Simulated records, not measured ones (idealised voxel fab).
A process module follows: voxel spacer lines.
The width of the displayed cross-section, cut, is 180 nm; its cells are square, with a size of 5 nm.
Cross-section layout: square cells on a grid; listed as bands, top to bottom; a band spans one or more cell rows.
Per band: top height and bottom height in nm, followed by the left-to-right materials and their widths in nm; "edge to edge" marks a single material spanning edge to edge, "blank" marks empty space.
Height is counted from the level 0, under which the received wafer is composed throughout of one material. The lowest of the bands is not closed at the bottom but continues downward, in the notation "z 0 and below".
The two numbers in a width such as "30->40" mark its ends across the band: the first belongs to the top row of cells, the second to the bottom row, and from each row to the next the width moves by the same amount.
"nothing got changed" (step): cross-section cells unchanged, all of them.
Closed-off voids of 8+ cells (no open route to the top) go in "Closed void inventory", written width x height at distance from the left edge, in nm.
Anything after a step's settings on that line? It's the simulator's own note about the step.
overlay nm: where the mask lay relative to plan, measured to the right, on steps with a mask; negatives go left.
So here's the lineup of process steps we planned
1,RECEIVE, material Si
2,CONFORMAL_DEP, material Al2O3, thk nm 5
3,DIRECTIONAL_DEP, material TiN, thk nm 15
4,DIRECTIONAL_DEP, material polySi, thk nm 25
5,PATTERN, tone cover, mask id MANDREL, material resist, width nm 25, pitch nm 80, thk nm 30, overlay nm 0
6,DIRECTIONAL_ETCH, etch materials polySi, depth nm 25
7,STRIP, etch materials resist
8,CONFORMAL_DEP, material SiO2, thk nm 15
9,DIRECTIONAL_ETCH, etch materials SiO2, depth nm 15
10,STRIP, etch materials polySi
11,DIRECTIONAL_ETCH, etch materials TiN, depth nm 15
12,STRIP, etch materials SiO2
As received, after step 1
* z 0 and below | Si edge to edge
* Closed void inventory: none
A wafer at the end: this start, this plan, one mistake
* z 20 to 5 | blank 35 nm, TiN 25 nm, blank 55 nm, TiN 25 nm, blank 40 nm
* z 5 to 0 | Al2O3 edge to edge
* z 0 and below | Si edge to edge
* Closed void inventory: none
Heads up, the wafer didn't run the way we planned it: step 5 went in with a setting other than planned; the actual run was PATTERN, tone open, mask id MANDREL, material resist, width nm 25, pitch nm 80, thk nm 30, overlay nm 0
